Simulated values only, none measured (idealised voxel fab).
Name of the process module below: voxel trench capacitor
Cross-section cut: width 255 nm, square cells of 5 nm.
This document writes a cross-section as a grid whose cells are square, and gives it as bands, listed from the top down; one or more rows of cells form a band.
Within each band entry, the heights of the top and of the bottom of the band appear first, in that order and in nm; the materials of the band then follow from left to right, each with its corresponding width in nm. The designation "edge to edge" on a single material indicates that it fills the band from edge to edge; the designation "empty" indicates empty space.
Counting heights begins at 0, where everything beneath is, in the wafer as received, one material. The lowest band has no bottom; it goes on downwards, as "from 0 down" shows.
It should be noted that a width expressed as "30->40" varies in equal increments from row to row of cells within the band, taking the value of the first number at the top row and that of the second number at the bottom row.
Where the words "nothing different" appear for a step, the cross-section shows no cell changed by that step; every cell remained as before.
Listed in "Sealed void list": every empty space of 8 or more cells without an open way to the top. Form: width x height at distance, the distance being from the left edge, all in nm.
It should be noted that, on the line of a given step, the content following the step's settings is a remark produced by the simulator itself with respect to that step.
overlay nm: right-of-plan distance of the mask on a masked step; negative values mean left-of-plan.

The following list gives the planned process steps
| 1 | RECEIVE, material Si |
| 2 | CONFORMAL_DEP, material SiN, thk nm 5 |
| 3 | PATTERN, tone open, mask id TRENCH, material resist, width nm 20, pitch nm 40, thk nm 15, overlay nm 0 |
| 4 | DIRECTIONAL_ETCH, etch materials SiN, depth nm 5 |
| 5 | DIRECTIONAL_ETCH, etch materials Si, depth nm 35 |
| 6 | STRIP, etch materials resist |
| 7 | CONFORMAL_DEP, material Al2O3, thk nm 5 |
| 8 | FILL_DEP, material polySi, thk nm 5 |
| 9 | CMP, height nm 5 |

Step 1 complete: cross-section of the wafer as received
from 0 down = Si edge to edge
Sealed void list: none

First of two wafers at the end of the module, shown in cross-section; run carried out as planned
from 5 to 0 = 55 of SiN, 5 of Al2O3, 10 of polySi, 5 of Al2O3, 20 of SiN, 5 of Al2O3, 10 of polySi, 5 of Al2O3, 20 of SiN, 5 of Al2O3, 10 of polySi, 5 of Al2O3, 20 of SiN, 5 of Al2O3, 10 of polySi, 5 of Al2O3, 60 of SiN
from 0 to -30 = 55 of Si, 5 of Al2O3, 10 of polySi, 5 of Al2O3, 20 of Si, 5 of Al2O3, 10 of polySi, 5 of Al2O3, 20 of Si, 5 of Al2O3, 10 of polySi, 5 of Al2O3, 20 of Si, 5 of Al2O3, 10 of polySi, 5 of Al2O3, 60 of Si
from -30 to -35 = 55 of Si, 20 of Al2O3, 20 of Si, 20 of Al2O3, 20 of Si, 20 of Al2O3, 20 of Si, 20 of Al2O3, 60 of Si
from -35 down = Si edge to edge
Sealed void list: none

End-of-module cross-section of the second wafer: identical starting point and process plan to the first, with one processing mistake
from -5 to -30 = 55 of Si, 5 of Al2O3, 10 of polySi, 5 of Al2O3, 20 of Si, 5 of Al2O3, 10 of polySi, 5 of Al2O3, 20 of Si, 5 of Al2O3, 10 of polySi, 5 of Al2O3, 20 of Si, 5 of Al2O3, 10 of polySi, 5 of Al2O3, 60 of Si
from -30 to -35 = 55 of Si, 20 of Al2O3, 20 of Si, 20 of Al2O3, 20 of Si, 20 of Al2O3, 20 of Si, 20 of Al2O3, 60 of Si
from -35 down = Si edge to edge
Sealed void list: none
What was the processing mistake? step 9 did not happen as planned, as run it was CMP, height nm -5
It is noted that, at the conclusion of processing, the second wafer exhibits a higher or lower cell count for certain materials relative to the first: Al2O3 -16, Si -35, SiN -35, polySi -16
